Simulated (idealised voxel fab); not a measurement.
The name of this process module is voxel trench capacitor.
Displayed cross-section: cut, width of 205 nm, square cells sized 5 nm.
Cross-section spec: square-cell grid; bands listed top down; each band is one or more rows. The band entry comprises the height of the band's top followed by the height of its bottom, expressed in nm, and subsequently the band's materials from left to right, each stated together with its width in nm. Where a single material is marked with the word "edge to edge", that material fills the band from edge to edge. The word "empty" represents empty space. Heights are expressed relative to 0, this being the level below which the as-received wafer comprises one material exclusively. The lowest band is unbounded in the downward direction and is denoted as in "0 and below". The expression "30 to 40" gives the width at the extremes of the band, the first number at its top row of cells and the second at its bottom row, with the width changing by equal amounts from each row to the next in between. "no alteration" means the step left every cell of the cross-section as it was. Look at "Sealed internal cavities" for the closed voids: empty spaces with no open path to the top, sized 8 cells or up. Each is width x height at distance, distance from the left edge, all nm. Heads up: the bit after the settings on a step's line is the simulator's remark on that step. overlay nm: right-of-plan distance of the mask on a masked step; negative values mean left-of-plan.
The following list gives the planned process steps
| 1 | RECEIVE [material Si] |
| 2 | CONFORMAL_DEP [material SiN] [thk nm 10] |
| 3 | MASKED_ETCH [tone open] [mask id TRENCH] [width nm 25] [pitch nm 40] [etch materials SiN] [depth nm 10] [overlay nm 0] |
| 4 | MASKED_ETCH [tone open] [mask id TRENCH] [width nm 25] [pitch nm 40] [etch materials Si] [depth nm 30] [overlay nm 0] |
| 5 | CONFORMAL_DEP [material SiO2] [thk nm 5] |
| 6 | FILL_DEP [material polySi] [thk nm 5] |
| 7 | CMP [height nm 10] |
Cross-section of the wafer upon arrival, representing the state reached after step 1
> 0 and below  Si edge to edge
> Sealed internal cavities: none
Final wafer profile in cross-section after the module, from the same start and plan as above, with one mistake made during processing
> 10 down to 0  70 SiN / 5 SiO2 / 15 polySi / 5 SiO2 / 15 SiN / 5 SiO2 / 15 polySi / 5 SiO2 / 70 SiN
> 0 down to -55  70 Si / 5 SiO2 / 15 polySi / 5 SiO2 / 15 Si / 5 SiO2 / 15 polySi / 5 SiO2 / 70 Si
> -55 down to -60  70 Si / 25 SiO2 / 15 Si / 25 SiO2 / 70 Si
> -60 and below  Si edge to edge
> Sealed internal cavities: none
So what did we get wrong on this run? step 4 of the plan was performed twice
